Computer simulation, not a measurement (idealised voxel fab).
The process module presented herein is designated voxel self aligned contacts.
Pictured: cross-section cut, 290 nm wide, on a grid of 5 nm square cells.
Cross-section layout: square cells on a grid; listed as bands, top to bottom; a band spans one or more cell rows. Heads up on the band format: heights come first, top then bottom, in nm. After that it's the materials left to right, each with its width in nm. A single material flagged "all across" fills the whole band edge to edge, and "air" means there's empty space there. A quick word on heights: they are counted from 0, and under that level the wafer as it came to us is one material throughout. The lowest band is different from the rest in having no bottom; it simply continues downward, written as in "0 nm and below". You'd read "30 to 40" like this: the band's top row of cells is as wide as the first number, its bottom row is as wide as the second, and going down, every row changes width by the same amount as the row before did. Basically "remained the same" means that step didn't change any cell in the cross-section. Voids not open to the top, 8 cells minimum: see "Sealed-off cavities". Written width x height at distance; distance is from the left edge; nm. Where a step's line continues beyond its settings, the continuation is a remark by the simulator itself on that step. When a step includes a mask, the "overlay nm" setting on its line states how far to the right of its planned place that mask lay, and negative values state how far to the left.
**The process steps that were planned are listed below**
1: RECEIVE | material Si
2: CONFORMAL_DEP | material SiO2 | thk nm 5
3: DIRECTIONAL_DEP | material polySi | thk nm 25
4: DIRECTIONAL_DEP | material SiN | thk nm 20
5: DIRECTIONAL_DEP | material aC | thk nm 10
6: PATTERN | tone cover | mask id GATE | material resist | width nm 35 | pitch nm 80 | thk nm 25 | overlay nm 0
7: DIRECTIONAL_ETCH | etch materials aC | depth nm 10
8: STRIP | etch materials resist
9: DIRECTIONAL_ETCH | etch materials SiN | depth nm 20
10: DIRECTIONAL_ETCH | etch materials polySi | depth nm 25
11: STRIP | etch materials aC
12: CONFORMAL_DEP | material SiN | thk nm 10
13: DIRECTIONAL_ETCH | etch materials SiN | depth nm 10
14: FILL_DEP | material SiO2 | thk nm 15
15: CMP | height nm 55
16: MASKED_ETCH | tone open | mask id CONTACT | width nm 65 | pitch nm 80 | etch materials SiO2 | depth nm 55 | overlay nm 0
17: CONFORMAL_DEP | material TiN | thk nm 5
18: FILL_DEP | material W | thk nm 5
19: CMP | height nm 55
20: CONFORMAL_DEP | material SiN | thk nm 5
**As-received wafer cross-section (after step 1)**
0 nm and below = Si all across
Sealed-off cavities: none
**First wafer of two, sectioned at end of module; run went per plan**
60 nm to 55 nm = SiN all across
55 nm to 50 nm = 70 SiO2 / 25 TiN / 15 W / 25 TiN / 15 SiO2 / 25 TiN / 15 W / 25 TiN / 75 SiO2
50 nm to 30 nm = 35 SiO2 / 55 SiN / 5 TiN / 15 W / 5 TiN / 55 SiN / 5 TiN / 15 W / 5 TiN / 55 SiN / 40 SiO2
30 nm to 5 nm = 35 SiO2 / 10 SiN / 35 polySi / 10 SiN / 5 TiN / 15 W / 5 TiN / 10 SiN / 35 polySi / 10 SiN / 5 TiN / 15 W / 5 TiN / 10 SiN / 35 polySi / 10 SiN / 40 SiO2
5 nm to 0 nm = 90 SiO2 / 25 TiN / 55 SiO2 / 25 TiN / 95 SiO2
0 nm and below = Si all across
Sealed-off cavities: none
**Same start, same plan as the first wafer - but one mistake in the run. Cross-section of the second of the two at the end of the module**
60 nm to 55 nm = SiN all across
55 nm to 50 nm = 70 SiO2 / 65 TiN / 15 SiO2 / 65 TiN / 75 SiO2
50 nm to 30 nm = 55 SiN / 15 SiO2 / 65 SiN / 15 SiO2 / 65 SiN / 15 SiO2 / 60 SiN
30 nm to 5 nm = 45 polySi / 10 SiN / 15 SiO2 / 10 SiN / 45 polySi / 10 SiN / 15 SiO2 / 10 SiN / 45 polySi / 10 SiN / 15 SiO2 / 10 SiN / 50 polySi
5 nm to 0 nm = SiO2 all across
0 nm and below = Si all across
Sealed-off cavities: none
Plan not followed: planned and actual differ for step 6; actual: PATTERN | tone open | mask id GATE | material resist | width nm 35 | pitch nm 80 | thk nm 25 | overlay nm 0
Wafer comparison, final, in cells, second relative to first, materials more or fewer: SiN: 64 more, SiO2: 44 fewer, TiN: 40 fewer, W: 60 fewer, polySi: 80 more
